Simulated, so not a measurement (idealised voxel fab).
Presented below is a process module, voxel transistor to metal.
Each square cell in cross-section cut measures 5 nm, and the section as a whole is 160 nm wide.
This document writes a cross-section as a grid whose cells are square, and gives it as bands, listed from the top down; one or more rows of cells form a band.
Read a band's entry like this: the first values are the height of its top and the height of its bottom in nm, and what follows is the sequence of materials from left to right, each with its width in nm. Note that "empty" is empty space, and that a single material marked "everywhere" reaches across the band from edge to edge.
Height is counted from the level 0, under which the received wafer is composed throughout of one material. The lowest of the bands is not closed at the bottom but continues downward, in the notation "0..down".
Width spec "30->40" -> top row of cells at first value, bottom row at second value, equal per-row change in between.
"all unchanged" means the step left every cell of the cross-section as it was.
"Encapsulated voids" lists enclosed empty spaces (at least 8 cells, no open path upward to the top), each as width x height at distance from the left edge, in nm.
Note: text after step settings on the step line = simulator remark on that step.
You can add "overlay nm" to a step's line. For a step with a mask, it describes how far the mask lay to the right of its planned position, and a negative number describes a lay to the left.

## Planned process steps
1,RECEIVE: material Si
2,OXIDIZE: depth nm 5
3,CONFORMAL_DEP: material SiN, thk nm 10
4,MASKED_ETCH: tone cover, mask id ACTIVE, width nm 110, etch materials SiN, depth nm 10, overlay nm 0
5,MASKED_ETCH: tone cover, mask id ACTIVE, width nm 110, etch materials SiO2, depth nm 5, overlay nm 0
6,MASKED_ETCH: tone cover, mask id ACTIVE, width nm 110, etch materials Si, depth nm 35, overlay nm 0
7,FILL_DEP: material SiO2, thk nm 15
8,CMP: height nm 10
9,SELECTIVE_ETCH: etch materials SiO2, depth nm 5
10,STRIP: etch materials SiN
11,SELECTIVE_ETCH: etch materials SiO2, depth nm 5
12,OXIDIZE: depth nm 5
13,DIRECTIONAL_DEP: material polySi, thk nm 30
14,DIRECTIONAL_DEP: material SiCN, thk nm 15
15,DIRECTIONAL_DEP: material aC, thk nm 15
16,PATTERN: tone cover, mask id GATE, material resist, width nm 20, thk nm 30, overlay nm 0
17,DIRECTIONAL_ETCH: etch materials aC, depth nm 15
18,STRIP: etch materials resist
19,DIRECTIONAL_ETCH: etch materials SiCN, depth nm 25
20,DIRECTIONAL_ETCH: etch materials polySi, depth nm 40
21,STRIP: etch materials aC
22,CONFORMAL_DEP: material SiO2, thk nm 5
23,DIRECTIONAL_ETCH: etch materials SiO2, depth nm 5
24,CONFORMAL_DEP: material SiN, thk nm 5
25,DIRECTIONAL_ETCH: etch materials SiN, depth nm 5
26,DIRECTIONAL_ETCH: etch materials SiO2, depth nm 5
27,DIRECTIONAL_ETCH: etch materials Si, depth nm 10
28,EPI: material SiGe, thk nm 15
29,FILL_DEP: material SiO2, thk nm 5
30,CMP: height nm 40
31,DIRECTIONAL_DEP: material SiO2, thk nm 10
32,DIRECTIONAL_DEP: material aC, thk nm 10
33,PATTERN: tone open, mask id CONTACT, material resist, width nm 20, pitch nm 70, thk nm 30, overlay nm 0
34,DIRECTIONAL_ETCH: etch materials aC, depth nm 10
35,STRIP: etch materials resist
36,DIRECTIONAL_ETCH: etch materials SiO2, depth nm 45
37,STRIP: etch materials aC
38,CONFORMAL_DEP: material TiN, thk nm 5
39,FILL_DEP: material W, thk nm 10
40,CMP: height nm 50
41,CONFORMAL_DEP: material SiCN, thk nm 5
42,DIRECTIONAL_DEP: material lowk, thk nm 15
43,DIRECTIONAL_DEP: material aC, thk nm 15
44,PATTERN: tone open, mask id METAL_1, material resist, width nm 20, pitch nm 70, thk nm 35, overlay nm 0
45,DIRECTIONAL_ETCH: etch materials aC, depth nm 15
46,STRIP: etch materials resist
47,DIRECTIONAL_ETCH: etch materials lowk, depth nm 15
48,DIRECTIONAL_ETCH: etch materials SiCN, depth nm 5
49,STRIP: etch materials aC
50,CONFORMAL_DEP: material TiN, thk nm 5
51,FILL_DEP: material Cu, thk nm 5
52,CMP: height nm 70
53,CONFORMAL_DEP: material SiCN, thk nm 5
54,DIRECTIONAL_DEP: material SiO2, thk nm 30
55,MASKED_ETCH: tone open, mask id METAL_2, width nm 20, pitch nm 70, etch materials SiO2, depth nm 20, overlay nm 0
56,PATTERN: tone open, mask id METAL_2_HOLES, material resist, width nm 15, pitch nm 70, thk nm 15, overlay nm 0
57,DIRECTIONAL_ETCH: etch materials SiO2, depth nm 5
58,DIRECTIONAL_ETCH: etch materials SiCN, depth nm 5
59,STRIP: etch materials resist
60,CONFORMAL_DEP: material TiN, thk nm 5
61,FILL_DEP: material Cu, thk nm 5
62,CMP: height nm 105
63,CONFORMAL_DEP: material SiN, thk nm 5
For clarity, it should be stated that the wafers under discussion commence in an identical condition and differ with respect to the depth nm of step 57, the plan indicating the value that the first wafer had.

## As-received state after step 1, first of several wafers, cross-section
* 0..down = Si everywhere
* Encapsulated voids: none

## The rows of the table below are wafers. Looking at the end of the module, a row counts, for every material, the cells the wafer has gained, shown as (+), or lost, shown as (-), since it was received; its closed voids come next
depth nm 5 | +26 Cu | -148 Si | +68 SiCN | +62 SiGe | +52 SiN | +432 SiO2 | +84 TiN | +32 W | +72 lowk | +24 polySi | Encapsulated voids: none
depth nm 10 | +30 Cu | -148 Si | +62 SiCN | +62 SiGe | +52 SiN | +426 SiO2 | +92 TiN | +32 W | +72 lowk | +24 polySi | Encapsulated voids: none
depth nm 15 | +30 Cu | -148 Si | +62 SiCN | +62 SiGe | +52 SiN | +426 SiO2 | +92 TiN | +32 W | +72 lowk | +24 polySi | Encapsulated voids: none
depth nm 20 | +30 Cu | -148 Si | +62 SiCN | +62 SiGe | +52 SiN | +426 SiO2 | +92 TiN | +32 W | +72 lowk | +24 polySi | Encapsulated voids: none
depth nm 25 | +30 Cu | -148 Si | +62 SiCN | +62 SiGe | +52 SiN | +426 SiO2 | +92 TiN | +32 W | +72 lowk | +24 polySi | Encapsulated voids: none
